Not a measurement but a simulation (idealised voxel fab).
The process module presented herein is designated voxel self aligned contacts.
Cross-section cut spans 300 nm and uses square cells 5 nm in size.
Cross-section spec: square-cell grid; bands listed top down; each band is one or more rows.
Within each band entry, the heights of the top and of the bottom of the band appear first, in that order and in nm; the materials of the band then follow from left to right, each with its corresponding width in nm. The designation "all across" on a single material indicates that it fills the band from edge to edge; the designation "air" indicates empty space.
Counting heights begins at 0, where everything beneath is, in the wafer as received, one material. The lowest band has no bottom; it goes on downwards, as "z 0 and below" shows.
When a width is written as two numbers, as in "30 to 40", the first number is the width in the top row of cells of the band and the second is the width in its bottom row, and the width changes by the same amount from each row to the next.
The cross-section has no changed cell in any step marked "all unchanged".
If an empty space has no open way to the top and is at least 8 cells in size, "Enclosed cavities" lists it, written width x height at distance, where distance is measured from the left edge and every value is in nm.
Note: text after step settings on the step line = simulator remark on that step.
What "overlay nm" on a step's line means: if the step has a mask, that mask lay this far to the right of its planned place, or, when the value is negative, to the left.

SO HERE'S THE LINEUP OF PROCESS STEPS WE PLANNED
step 1: RECEIVE with material Si
step 2: OXIDIZE with depth nm 5
step 3: DIRECTIONAL_DEP with material polySi, thk nm 25
step 4: DIRECTIONAL_DEP with material SiN, thk nm 25
step 5: PATTERN with tone cover, mask id GATE, material resist, width nm 25, pitch nm 65, thk nm 15, overlay nm 0
step 6: DIRECTIONAL_ETCH with etch materials SiN, depth nm 25
step 7: DIRECTIONAL_ETCH with etch materials polySi, depth nm 25
step 8: STRIP with etch materials resist
step 9: CONFORMAL_DEP with material SiN, thk nm 10
step 10: DIRECTIONAL_ETCH with etch materials SiN, depth nm 10
step 11: FILL_DEP with material SiO2, thk nm 15
step 12: CMP with height nm 60
step 13: MASKED_ETCH with tone open, mask id CONTACT, width nm 50, etch materials SiO2, depth nm 65, overlay nm 0
step 14: CONFORMAL_DEP with material TiN, thk nm 5
step 15: FILL_DEP with material Ru, thk nm 5
step 16: CMP with height nm 60
step 17: CONFORMAL_DEP with material SiCN, thk nm 5

RECEIVED-STATE CROSS-SECTION, REFLECTING COMPLETION OF STEP 1
z 0 and below  Si all across
Enclosed cavities: none

END-OF-MODULE CROSS-SECTION OF THE FIRST OF TWO WAFERS, PROCESSED AS PLANNED
z 65 to 60  SiCN all across
z 60 to 50  SiO2=125  TiN=5 to 20  Ru=40 to 10  TiN=5 to 20  SiO2=125
z 50 to 25  SiO2=95  SiN=45  TiN=5  Ru=10  TiN=5  SiN=45  SiO2=95
z 25 to 0  SiO2=95  SiN=10  polySi=25  SiN=10  TiN=5  Ru=10  TiN=5  SiN=10  polySi=25  SiN=10  SiO2=95
z 0 to -5  SiO2=140  TiN=20  SiO2=140
z -5 and below  Si all across
Enclosed cavities: none

CROSS-SECTIONAL VIEW OF THE SECOND OF TWO WAFERS UPON COMPLETION OF THE MODULE. THIS WAFER SHARED ITS STARTING CONDITION AND PROCESS PLAN WITH THE FIRST; ONE ERROR WAS MADE DURING ITS EXECUTION
z 65 to 60  SiCN all across
z 60 to 55  SiO2=125  TiN=5  Ru=40  TiN=5  SiO2=125
z 55 to 50  SiO2=125  TiN=50  SiO2=125
z 50 to 25  TiN all across
z 25 to 0  polySi all across
z 0 to -5  SiO2 all across
z -5 and below  Si all across
Enclosed cavities: none
Here's what went sideways: note that step 4 departed from the planned setting and was carried out as DIRECTIONAL_DEP with material TiN, thk nm 25
FYI, end of process, the second wafer has more or fewer cells of some materials than the first: Ru -22, SiN -130, SiO2 -376, TiN +278, polySi +250
